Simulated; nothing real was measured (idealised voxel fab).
The following process module bears the name voxel self aligned vias.
Each square cell in cross-section cut measures 5 nm, and the section as a whole is 280 nm wide.
Cross-section, as written here: a square-cell grid given band by band from the top down, where a band holds one or more rows of cells.
Per band: top height and bottom height in nm, followed by the left-to-right materials and their widths in nm; "edge to edge" marks a single material spanning edge to edge, "empty" marks empty space.
It should be noted that heights are counted from 0, beneath which the wafer as supplied is of one material throughout, and that the lowest band possesses no lower boundary but continues downward, as written in "0 down".
It should be noted that a width expressed as "30->40" varies in equal increments from row to row of cells within the band, taking the value of the first number at the top row and that of the second number at the bottom row.
You'll sometimes find "no alterations made" written for a step, and that's the way of saying that nowhere in the cross-section did a cell change during that step.
Empty spaces counting at least 8 cells and having no open way to the top are listed in "Fully sealed voids". The notation width x height at distance is used for each, the distance being from the left edge and all three values in nm.
Read whatever lies past the settings on a step's line as the simulator's own remark about the step.
"overlay nm" answers the question of how far to the right of plan the mask lay on a step that has a mask, and when it is negative the answer is to the left.

# plan
1) RECEIVE: material Si
2) CONFORMAL_DEP: material SiO2, thk nm 10
3) CONFORMAL_DEP: material SiCN, thk nm 5
4) DIRECTIONAL_DEP: material lowk, thk nm 25
5) DIRECTIONAL_DEP: material aC, thk nm 15
6) PATTERN: tone open, mask id LINES, material resist, width nm 30, pitch nm 75, thk nm 30, overlay nm 0
7) DIRECTIONAL_ETCH: etch materials aC, depth nm 15
8) STRIP: etch materials resist
9) DIRECTIONAL_ETCH: etch materials lowk, depth nm 25
10) STRIP: etch materials aC
11) CONFORMAL_DEP: material TiN, thk nm 5
12) FILL_DEP: material W, thk nm 5
13) CMP: height nm 40
14) SELECTIVE_ETCH: etch materials W Ru TiN, depth nm 5
15) FILL_DEP: material SiN, thk nm 10
16) CMP: height nm 40
17) DIRECTIONAL_DEP: material lowk, thk nm 15
18) DIRECTIONAL_DEP: material aC, thk nm 15
19) PATTERN: tone open, mask id VIAS, material resist, width nm 50, thk nm 30, overlay nm 0
20) DIRECTIONAL_ETCH: etch materials aC, depth nm 15
21) STRIP: etch materials resist
22) DIRECTIONAL_ETCH: etch materials lowk, depth nm 15
23) DIRECTIONAL_ETCH: etch materials SiN, depth nm 5
24) STRIP: etch materials aC
25) CONFORMAL_DEP: material TiN, thk nm 5
26) FILL_DEP: material Ru, thk nm 5
27) CMP: height nm 55
28) CONFORMAL_DEP: material SiCN, thk nm 5

# Incoming wafer, cross-sectional view, post step 1
	0 down: Si edge to edge
	Fully sealed voids: none

# Wafer cross-section at end of module: start and plan as shown above, one execution error
	60 to 55: SiCN edge to edge
	55 to 40: 75 lowk  5 TiN  40 Ru  5 TiN  155 lowk
	40 to 35: 75 SiN  50 TiN  155 SiN
	35 to 15: 85 lowk  5 TiN  20 W  5 TiN  45 lowk  5 TiN  20 W  5 TiN  90 lowk
	15 to 10: 85 lowk  30 TiN  45 lowk  30 TiN  90 lowk
	10 to 0: SiO2 edge to edge
	0 down: Si edge to edge
	Fully sealed voids: none
Short version of what went wrong: step 3 of the plan: omitted, not performed
